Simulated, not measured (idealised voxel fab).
process module | voxel trench capacitor
cross-section cut | 260 nm wide | cells 5 nm
A cross-section is a grid of square cells, given in bands from the top down. A band is one or more rows of cells.
Each band's line starts with the height of the band's top and of its bottom, in nm. Then come its materials from left to right, each with its width in nm. One material with "throughout" fills the band from edge to edge. "air" is empty space.
Height 0 is the level under which the wafer as received is all one material. The lowest band goes on downwards, as in "0 down".
A width such as "30 to 40" changes by the same amount from each row of cells to the next, from the band's top row to its bottom row.
"no change" after a step means that no cell of the cross-section changed.
closed voids: empty space of 8 cells or more with no open way to the top, each as width x height at its distance from the left edge, in nm
after a step's settings: what the simulator itself notes on the step
overlay nm, on a step with a mask: how far to the right of its planned place the mask lay; to the left if negative
plan
1 op RECEIVE | material Si
2 op CONFORMAL_DEP | material SiN | thk nm 5
3 op MASKED_ETCH | tone open | mask id TRENCH | width nm 15 | pitch nm 50 | etch materials SiN | depth nm 5 | overlay nm 0
4 op MASKED_ETCH | tone open | mask id TRENCH | width nm 25 | pitch nm 50 | etch materials Si | depth nm 30 | overlay nm 0
5 op CONFORMAL_DEP | material SiO2 | thk nm 5
6 op FILL_DEP | material polySi | thk nm 10
7 op CMP | height nm 5
varied across the wafers: width nm of step 3. The plan shows the first wafer's value. All wafers start alike
first wafer as received, after step 1
  0 down: Si throughout
  closed voids: none
first wafer at the end, after step 7
  5 to 0: SiN 95 | SiO2 5 | polySi 5 | SiO2 5 | SiN 35 | SiO2 5 | polySi 5 | SiO2 5 | SiN 100
  0 to -25: Si 95 | SiO2 5 | polySi 5 | SiO2 5 | Si 35 | SiO2 5 | polySi 5 | SiO2 5 | Si 100
  -25 to -30: Si 95 | SiO2 15 | Si 35 | SiO2 15 | Si 100
  -30 down: Si throughout
  closed voids: none
last wafer at the end
  5 to 0: SiN 85 | SiO2 10 | polySi 15 | SiO2 10 | SiN 15 | SiO2 10 | polySi 15 | SiO2 10 | SiN 90
  0 to -25: Si 90 | SiO2 5 | polySi 15 | SiO2 5 | Si 25 | SiO2 5 | polySi 15 | SiO2 5 | Si 95
  -25 to -30: Si 90 | SiO2 25 | Si 25 | SiO2 25 | Si 95
  -30 down: Si throughout
  closed voids: none
each wafer at the end: cells of each material gained (+) or lost (-) since it was received, then its closed voids
width nm 15 | -36 Si | +46 SiN | +30 SiO2 | +12 polySi | closed voids: none
width nm 20 | -48 Si | +44 SiN | +32 SiO2 | +24 polySi | closed voids: none
width nm 25 | -60 Si | +42 SiN | +34 SiO2 | +36 polySi | closed voids: none
width nm 30 | -60 Si | +40 SiN | +36 SiO2 | +36 polySi | closed voids: none
width nm 35 | -60 Si | +38 SiN | +38 SiO2 | +36 polySi | closed voids: none
